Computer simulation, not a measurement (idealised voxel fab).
The following process module bears the name voxel self aligned contacts.
In the cross-section labelled cut, the width is 230 nm and each square cell is 5 nm.
Square cells in a grid make up a cross-section in this document, and the grid is given as bands, listed from the top down, each one or more rows of cells. Quick guide to a band line: top height, bottom height (nm) up front; then every material left to right with its width in nm. Only one material and it's marked "all across"? Then it fills the band edge to edge. And "air" just means empty space. Heads up on the height convention: 0 is the point under which the incoming wafer is all one material, and the lowest band has no bottom, it just keeps going down, like "0 down". The width entry "30 to 40" should be interpreted row by row: the top row of cells in the band takes the first number, the bottom row takes the second number, and the change between adjacent rows is uniform throughout. Basically "nothing different" means that step didn't change any cell in the cross-section. Heads up: "Completely sealed voids" only lists the empty pockets with no open path to the top that are 8 cells or more, and it writes them as width x height at distance, distance from the left edge, in nm. Note: text after step settings on the step line = simulator remark on that step. The optional step-line setting "overlay nm" applies to steps with a mask and quantifies how far to the right of its planned location the mask lay, a negative value indicating leftward placement.

**Here's what the planned process steps look like**
1 RECEIVE (material Si)
2 OXIDIZE (depth nm 5)
3 DIRECTIONAL_DEP (material polySi; thk nm 30)
4 DIRECTIONAL_DEP (material SiN; thk nm 25)
5 PATTERN (tone cover; mask id GATE; material resist; width nm 30; pitch nm 65; thk nm 20; overlay nm -15)
6 DIRECTIONAL_ETCH (etch materials SiN; depth nm 25)
7 DIRECTIONAL_ETCH (etch materials polySi; depth nm 30)
8 STRIP (etch materials resist)
9 CONFORMAL_DEP (material SiN; thk nm 10)
10 DIRECTIONAL_ETCH (etch materials SiN; depth nm 10)
11 FILL_DEP (material SiO2; thk nm 20)
12 CMP (height nm 65)
13 DIRECTIONAL_DEP (material aC; thk nm 15)
14 PATTERN (tone open; mask id CONTACT; material resist; width nm 45; pitch nm 65; thk nm 35; overlay nm 0)
15 DIRECTIONAL_ETCH (etch materials aC; depth nm 15)
16 STRIP (etch materials resist)
17 DIRECTIONAL_ETCH (etch materials SiO2; depth nm 70)
18 STRIP (etch materials aC)
19 CONFORMAL_DEP (material TiN; thk nm 5)
20 FILL_DEP (material W; thk nm 10)
21 CMP (height nm 65)
22 CONFORMAL_DEP (material SiCN; thk nm 5)
Across this set of wafers, the varied parameter is the overlay nm of step 5. Starting conditions are identical for every wafer, and the plan reports the value assigned to the first wafer.

**Cut through the first of several wafers as received, post step 1**
    0 down: Si all across
    Completely sealed voids: none

**At the end of the module, after its last step, step 22, the first of several wafers appears in cross-section as follows**
    70 to 65: SiCN all across
    65 to 55: SiO2=60, TiN=5, W=35 to 5, TiN=5 to 35, SiO2=20, TiN=5, W=35 to 5, TiN=5 to 35, SiO2=60
    55 to 30: SiO2=10, SiN=50, TiN=5, W=5, TiN=5, SiN=50, TiN=5, W=5, TiN=5, SiN=50, SiO2=40
    30 to 0: SiO2=10, SiN=10, polySi=30, SiN=10, TiN=5, W=5, TiN=5, SiN=10, polySi=30, SiN=10, TiN=5, W=5, TiN=5, SiN=10, polySi=30, SiN=10, SiO2=40
    0 to -5: SiO2=60, TiN=15, SiO2=50, TiN=15, SiO2=90
    -5 down: Si all across
    Completely sealed voids: none

**Cross-sectional view of the final wafer of several at the module's end**
    70 to 65: SiCN all across
    65 to 55: SiO2=60, TiN=5 to 35, W=35 to 5, TiN=5, SiO2=20, TiN=5 to 35, W=35 to 5, TiN=5, SiO2=60
    55 to 30: SiO2=40, SiN=50, TiN=5, W=5, TiN=5, SiN=50, TiN=5, W=5, TiN=5, SiN=50, SiO2=10
    30 to 0: SiO2=40, SiN=10, polySi=30, SiN=10, TiN=5, W=5, TiN=5, SiN=10, polySi=30, SiN=10, TiN=5, W=5, TiN=5, SiN=10, polySi=30, SiN=10, SiO2=10
    0 to -5: SiO2=90, TiN=15, SiO2=50, TiN=15, SiO2=60
    -5 down: Si all across
    Completely sealed voids: none

**Gained (+) or lost (-) cells of each material since receipt, then closed voids: one row per wafer, at the end of the module**
overlay nm -15, -46 Si, +46 SiCN, +222 SiN, +206 SiO2, +70 TiN, +38 W, +108 polySi, Completely sealed voids: none
overlay nm -10, -46 Si, +46 SiCN, +222 SiN, +206 SiO2, +70 TiN, +38 W, +108 polySi, Completely sealed voids: none
overlay nm -5, -46 Si, +46 SiCN, +222 SiN, +206 SiO2, +70 TiN, +38 W, +108 polySi, Completely sealed voids: none
overlay nm 0, -46 Si, +46 SiCN, +222 SiN, +206 SiO2, +70 TiN, +38 W, +108 polySi, Completely sealed voids: none
overlay nm 5, -46 Si, +46 SiCN, +222 SiN, +206 SiO2, +70 TiN, +38 W, +108 polySi, Completely sealed voids: none
overlay nm 10, -46 Si, +46 SiCN, +222 SiN, +206 SiO2, +70 TiN, +38 W, +108 polySi, Completely sealed voids: none
overlay nm 15, -46 Si, +46 SiCN, +222 SiN, +206 SiO2, +70 TiN, +38 W, +108 polySi, Completely sealed voids: none
